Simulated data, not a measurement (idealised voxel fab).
Module name: voxel lift off (process module)
Cross-section cut: width 230 nm, square cells of 5 nm.
Cross-section layout: square cells on a grid; listed as bands, top to bottom; a band spans one or more cell rows.
It is stipulated that each band's entry specify, in nanometres, the height of the top of the band and then that of its bottom, followed by the materials of the band in left-to-right sequence, each together with its width in nanometres. A single material marked by the word "everywhere" is understood to fill the band from edge to edge; the word "blank" is understood to denote empty space.
Measure heights from 0. That's the level where, below it, the as-received wafer is all one material. The lowest band is bottomless and extends downward; write it as in "top 0, no bottom".
Per-row width for "30->40": begins at first number (top row of band), ends at second number (bottom row), increment between rows held constant.
Basically "nothing different" means that step didn't change any cell in the cross-section.
Basically, "Closed-off voids" tells you about the enclosed voids: empty spaces with no open way to the top, 8 cells or bigger, each written width x height at distance, where distance is from the left edge, all in nm.
after a step's settings: what the simulator itself notes on the step
overlay nm: step with mask; distance mask lay right of planned place; negative value = left of planned place.

THE PROCESS STEPS THAT WERE PLANNED ARE LISTED BELOW
- 1: RECEIVE, material Si
- 2: CONFORMAL_DEP, material SiN, thk nm 5
- 3: PATTERN, tone open, mask id LINES, material resist, width nm 30, pitch nm 55, thk nm 15, overlay nm -15
- 4: DIRECTIONAL_DEP, material Ru, thk nm 5
- 5: STRIP, etch materials resist
- 6: CONFORMAL_DEP, material SiO2, thk nm 10
It is noted that the wafers described herein are identical at the outset and are distinguished by the overlay nm of step 3; the value stated in the plan corresponds to the first wafer.

AS-RECEIVED STATE AFTER STEP 1, FIRST OF SEVERAL WAFERS, CROSS-SECTION
* top 0, no bottom: Si everywhere
* Closed-off voids: none

FOR YOUR REFERENCE, THE TABLE IS ORGANIZED WITH A ROW PER WAFER; EACH ROW REFLECTS THE WAFER AT THE END OF THE MODULE, INDICATING FOR EACH MATERIAL THE CELLS GAINED (+) OR LOST (-) SINCE RECEIPT, AND THEREAFTER ITS CLOSED VOIDS
overlay nm -15 | +18 Ru | +46 SiN | +104 SiO2 | Closed-off voids: none
overlay nm -10 | +18 Ru | +46 SiN | +104 SiO2 | Closed-off voids: none
overlay nm -5 | +18 Ru | +46 SiN | +104 SiO2 | Closed-off voids: none
overlay nm 0 | +18 Ru | +46 SiN | +104 SiO2 | Closed-off voids: none
overlay nm 5 | +18 Ru | +46 SiN | +104 SiO2 | Closed-off voids: none
overlay nm 10 | +18 Ru | +46 SiN | +104 SiO2 | Closed-off voids: none
overlay nm 15 | +18 Ru | +46 SiN | +104 SiO2 | Closed-off voids: none
